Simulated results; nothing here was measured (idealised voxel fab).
This is a process module. Its name is voxel gate over fins.
This is section cut - it's 235 nm across, gridded in 5 nm square cells.
Cross-section format: a grid of square cells, given as bands from top to bottom; each band is one or more rows of cells. The band entry comprises the height of the band's top followed by the height of its bottom, expressed in nm, and subsequently the band's materials from left to right, each stated together with its width in nm. Where a single material is marked with the word "all across", that material fills the band from edge to edge. The word "empty" represents empty space. Heights are expressed relative to 0, this being the level below which the as-received wafer comprises one material exclusively. The lowest band is unbounded in the downward direction and is denoted as in "top 0, no bottom". Top row gets the first number, bottom row gets the second, and each row in between changes by the same step: that is how a band width like "30..40" works. "no modification", as given for a step, is the statement that not any cell of the cross-section underwent a change during that step. "Enclosed internal cavities" contains a list of empty spaces, each no smaller than 8 cells and without an open way to the top, written in the form width x height at distance with the distance from the left edge and all three in nm. Text after the settings on a step's line: the simulator's own remark on that step. Steps that use a mask can have "overlay nm" on their line. It says how far the mask sat to the right of where it was meant to be. Negative means to the left.

[The process steps that were planned are listed below]
1 RECEIVE with material Si
2 CONFORMAL_DEP with material SiN, thk nm 10
3 PATTERN with tone cover, mask id FINS, material resist, width nm 15, pitch nm 45, thk nm 20, overlay nm 0
4 DIRECTIONAL_ETCH with etch materials SiN, depth nm 10
5 DIRECTIONAL_ETCH with etch materials Si, depth nm 40
6 STRIP with etch materials resist
7 FILL_DEP with material SiO2, thk nm 5
8 CMP with height nm 10
9 SELECTIVE_ETCH with etch materials SiO2, depth nm 25
10 STRIP with etch materials SiN
11 CONFORMAL_DEP with material HfO2, thk nm 5
12 CONFORMAL_DEP with material TiN, thk nm 5
13 CONFORMAL_DEP with material TiAl, thk nm 5
14 CONFORMAL_DEP with material TiN, thk nm 5
15 FILL_DEP with material W, thk nm 15
16 CMP with height nm 30
17 CONFORMAL_DEP with material SiN, thk nm 5

[The first of two wafers, run as planned]

[The cross-section here shows the wafer as received, i.e. in its state after step 1]
* top 0, no bottom: Si all across
* Enclosed internal cavities: none

[The wafer in cross-section once step 2 is complete]
* top 10, bottom 0: SiN all across
* Below 0 it's all the same as before, nothing changed down there.

[The wafer in cross-section once step 3 is complete]
* top 30, bottom 10: empty (85), then resist (15), then empty (30), then resist (15), then empty (90)
* Below 10 it's all the same as before, nothing changed down there.

[The wafer in cross-section once step 4 is complete]
* top 30, bottom 10: empty (85), then resist (15), then empty (30), then resist (15), then empty (90)
* top 10, bottom 0: empty (85), then SiN (15), then empty (30), then SiN (15), then empty (90)
* Below 0 it's all the same as before, nothing changed down there.

[The wafer in cross-section once step 5 is complete]
* top 30, bottom 10: empty (85), then resist (15), then empty (30), then resist (15), then empty (90)
* top 10, bottom 0: empty (85), then SiN (15), then empty (30), then SiN (15), then empty (90)
* top 0, bottom -40: empty (85), then Si (15), then empty (30), then Si (15), then empty (90)
* Below -40 it's all the same as before, nothing changed down there.

[The wafer in cross-section once step 6 is complete]
* top 10, bottom 0: empty (85), then SiN (15), then empty (30), then SiN (15), then empty (90)
* Below 0 it's all the same as before, nothing changed down there.

[The wafer in cross-section once step 7 is complete]
* top 15, bottom 10: SiO2 all across
* top 10, bottom 0: SiO2 (85), then SiN (15), then SiO2 (30), then SiN (15), then SiO2 (90)
* top 0, bottom -40: SiO2 (85), then Si (15), then SiO2 (30), then Si (15), then SiO2 (90)
* Below -40 it's all the same as before, nothing changed down there.

[The wafer in cross-section once step 8 is complete]
* top 10, bottom 0: SiO2 (85), then SiN (15), then SiO2 (30), then SiN (15), then SiO2 (90)
* Below 0 it's all the same as before, nothing changed down there.

[The wafer in cross-section once step 9 is complete]
* top 10, bottom 0: empty (85), then SiN (15), then empty (30), then SiN (15), then empty (90)
* top 0, bottom -15: empty (85), then Si (15), then empty (30), then Si (15), then empty (90)
* Below -15 it's all the same as before, nothing changed down there.

[The wafer in cross-section once step 10 is complete]
* top 0, bottom -15: empty (85), then Si (15), then empty (30), then Si (15), then empty (90)
* Below -15 it's all the same as before, nothing changed down there.

[The wafer in cross-section once step 11 is complete]
* top 5, bottom 0: empty (80), then HfO2 (25), then empty (20), then HfO2 (25), then empty (85)
* top 0, bottom -10: empty (80), then HfO2 (5), then Si (15), then HfO2 (5), then empty (20), then HfO2 (5), then Si (15), then HfO2 (5), then empty (85)
* top -10, bottom -15: HfO2 (85), then Si (15), then HfO2 (30), then Si (15), then HfO2 (90)
* Below -15 it's all the same as before, nothing changed down there.

[The wafer in cross-section once step 12 is complete]
* top 10, bottom 5: empty (75), then TiN (35), then empty (10), then TiN (35), then empty (80)
* top 5, bottom 0: empty (75), then TiN (5), then HfO2 (25), then TiN (5), then empty (10), then TiN (5), then HfO2 (25), then TiN (5), then empty (80)
* top 0, bottom -5: empty (75), then TiN (5), then HfO2 (5), then Si (15), then HfO2 (5), then TiN (5), then empty (10), then TiN (5), then HfO2 (5), then Si (15), then HfO2 (5), then TiN (5), then empty (80)
* top -5, bottom -10: TiN (80), then HfO2 (5), then Si (15), then HfO2 (5), then TiN (20), then HfO2 (5), then Si (15), then HfO2 (5), then TiN (85)
* Below -10 it's all the same as before, nothing changed down there.

[The wafer in cross-section once step 13 is complete]
* top 15, bottom 10: empty (70), then TiAl (90), then empty (75)
* top 10, bottom 5: empty (70), then TiAl (5), then TiN (35), then TiAl (10), then TiN (35), then TiAl (5), then empty (75)
* top 5, bottom 0: empty (70), then TiAl (5), then TiN (5), then HfO2 (25), then TiN (5), then TiAl (10), then TiN (5), then HfO2 (25), then TiN (5), then TiAl (5), then empty (75)
* top 0, bottom -5: TiAl (75), then TiN (5), then HfO2 (5), then Si (15), then HfO2 (5), then TiN (5), then TiAl (10), then TiN (5), then HfO2 (5), then Si (15), then HfO2 (5), then TiN (5), then TiAl (80)
* Below -5 it's all the same as before, nothing changed down there.

[The wafer in cross-section once step 14 is complete]
* top 20, bottom 15: empty (65), then TiN (100), then empty (70)
* top 15, bottom 10: empty (65), then TiN (5), then TiAl (90), then TiN (5), then empty (70)
* top 10, bottom 5: empty (65), then TiN (5), then TiAl (5), then TiN (35), then TiAl (10), then TiN (35), then TiAl (5), then TiN (5), then empty (70)
* top 5, bottom 0: TiN (70), then TiAl (5), then TiN (5), then HfO2 (25), then TiN (5), then TiAl (10), then TiN (5), then HfO2 (25), then TiN (5), then TiAl (5), then TiN (75)
* Below 0 it's all the same as before, nothing changed down there.

[The wafer in cross-section once step 15 is complete]
* top 35, bottom 20: W all across
* top 20, bottom 15: W (65), then TiN (100), then W (70)
* top 15, bottom 10: W (65), then TiN (5), then TiAl (90), then TiN (5), then W (70)
* top 10, bottom 5: W (65), then TiN (5), then TiAl (5), then TiN (35), then TiAl (10), then TiN (35), then TiAl (5), then TiN (5), then W (70)
* Below 5 it's all the same as before, nothing changed down there.

[The wafer in cross-section once step 16 is complete]
* top 30, bottom 20: W all across
* Below 20 it's all the same as before, nothing changed down there.

[The wafer in cross-section once step 17 is complete]
* top 35, bottom 30: SiN all across
* Below 30 it's all the same as before, nothing changed down there.

[Notes, second wafer: start = first wafer's, plan = first wafer's, execution had one mistake; history identical to first through step 16]

[Cross-section, second wafer, at the end time the plan gives for step 17]
* top 45, bottom 30: SiN all across
* Below 30 it's all the same as before, nothing changed down there.
The plan and the run diverged here: in deviation from the planned setting, step 17 was conducted as CONFORMAL_DEP with material SiN, thk nm 15
Wafer comparison, final, in cells, second relative to first, materials more or fewer: SiN: 94 more
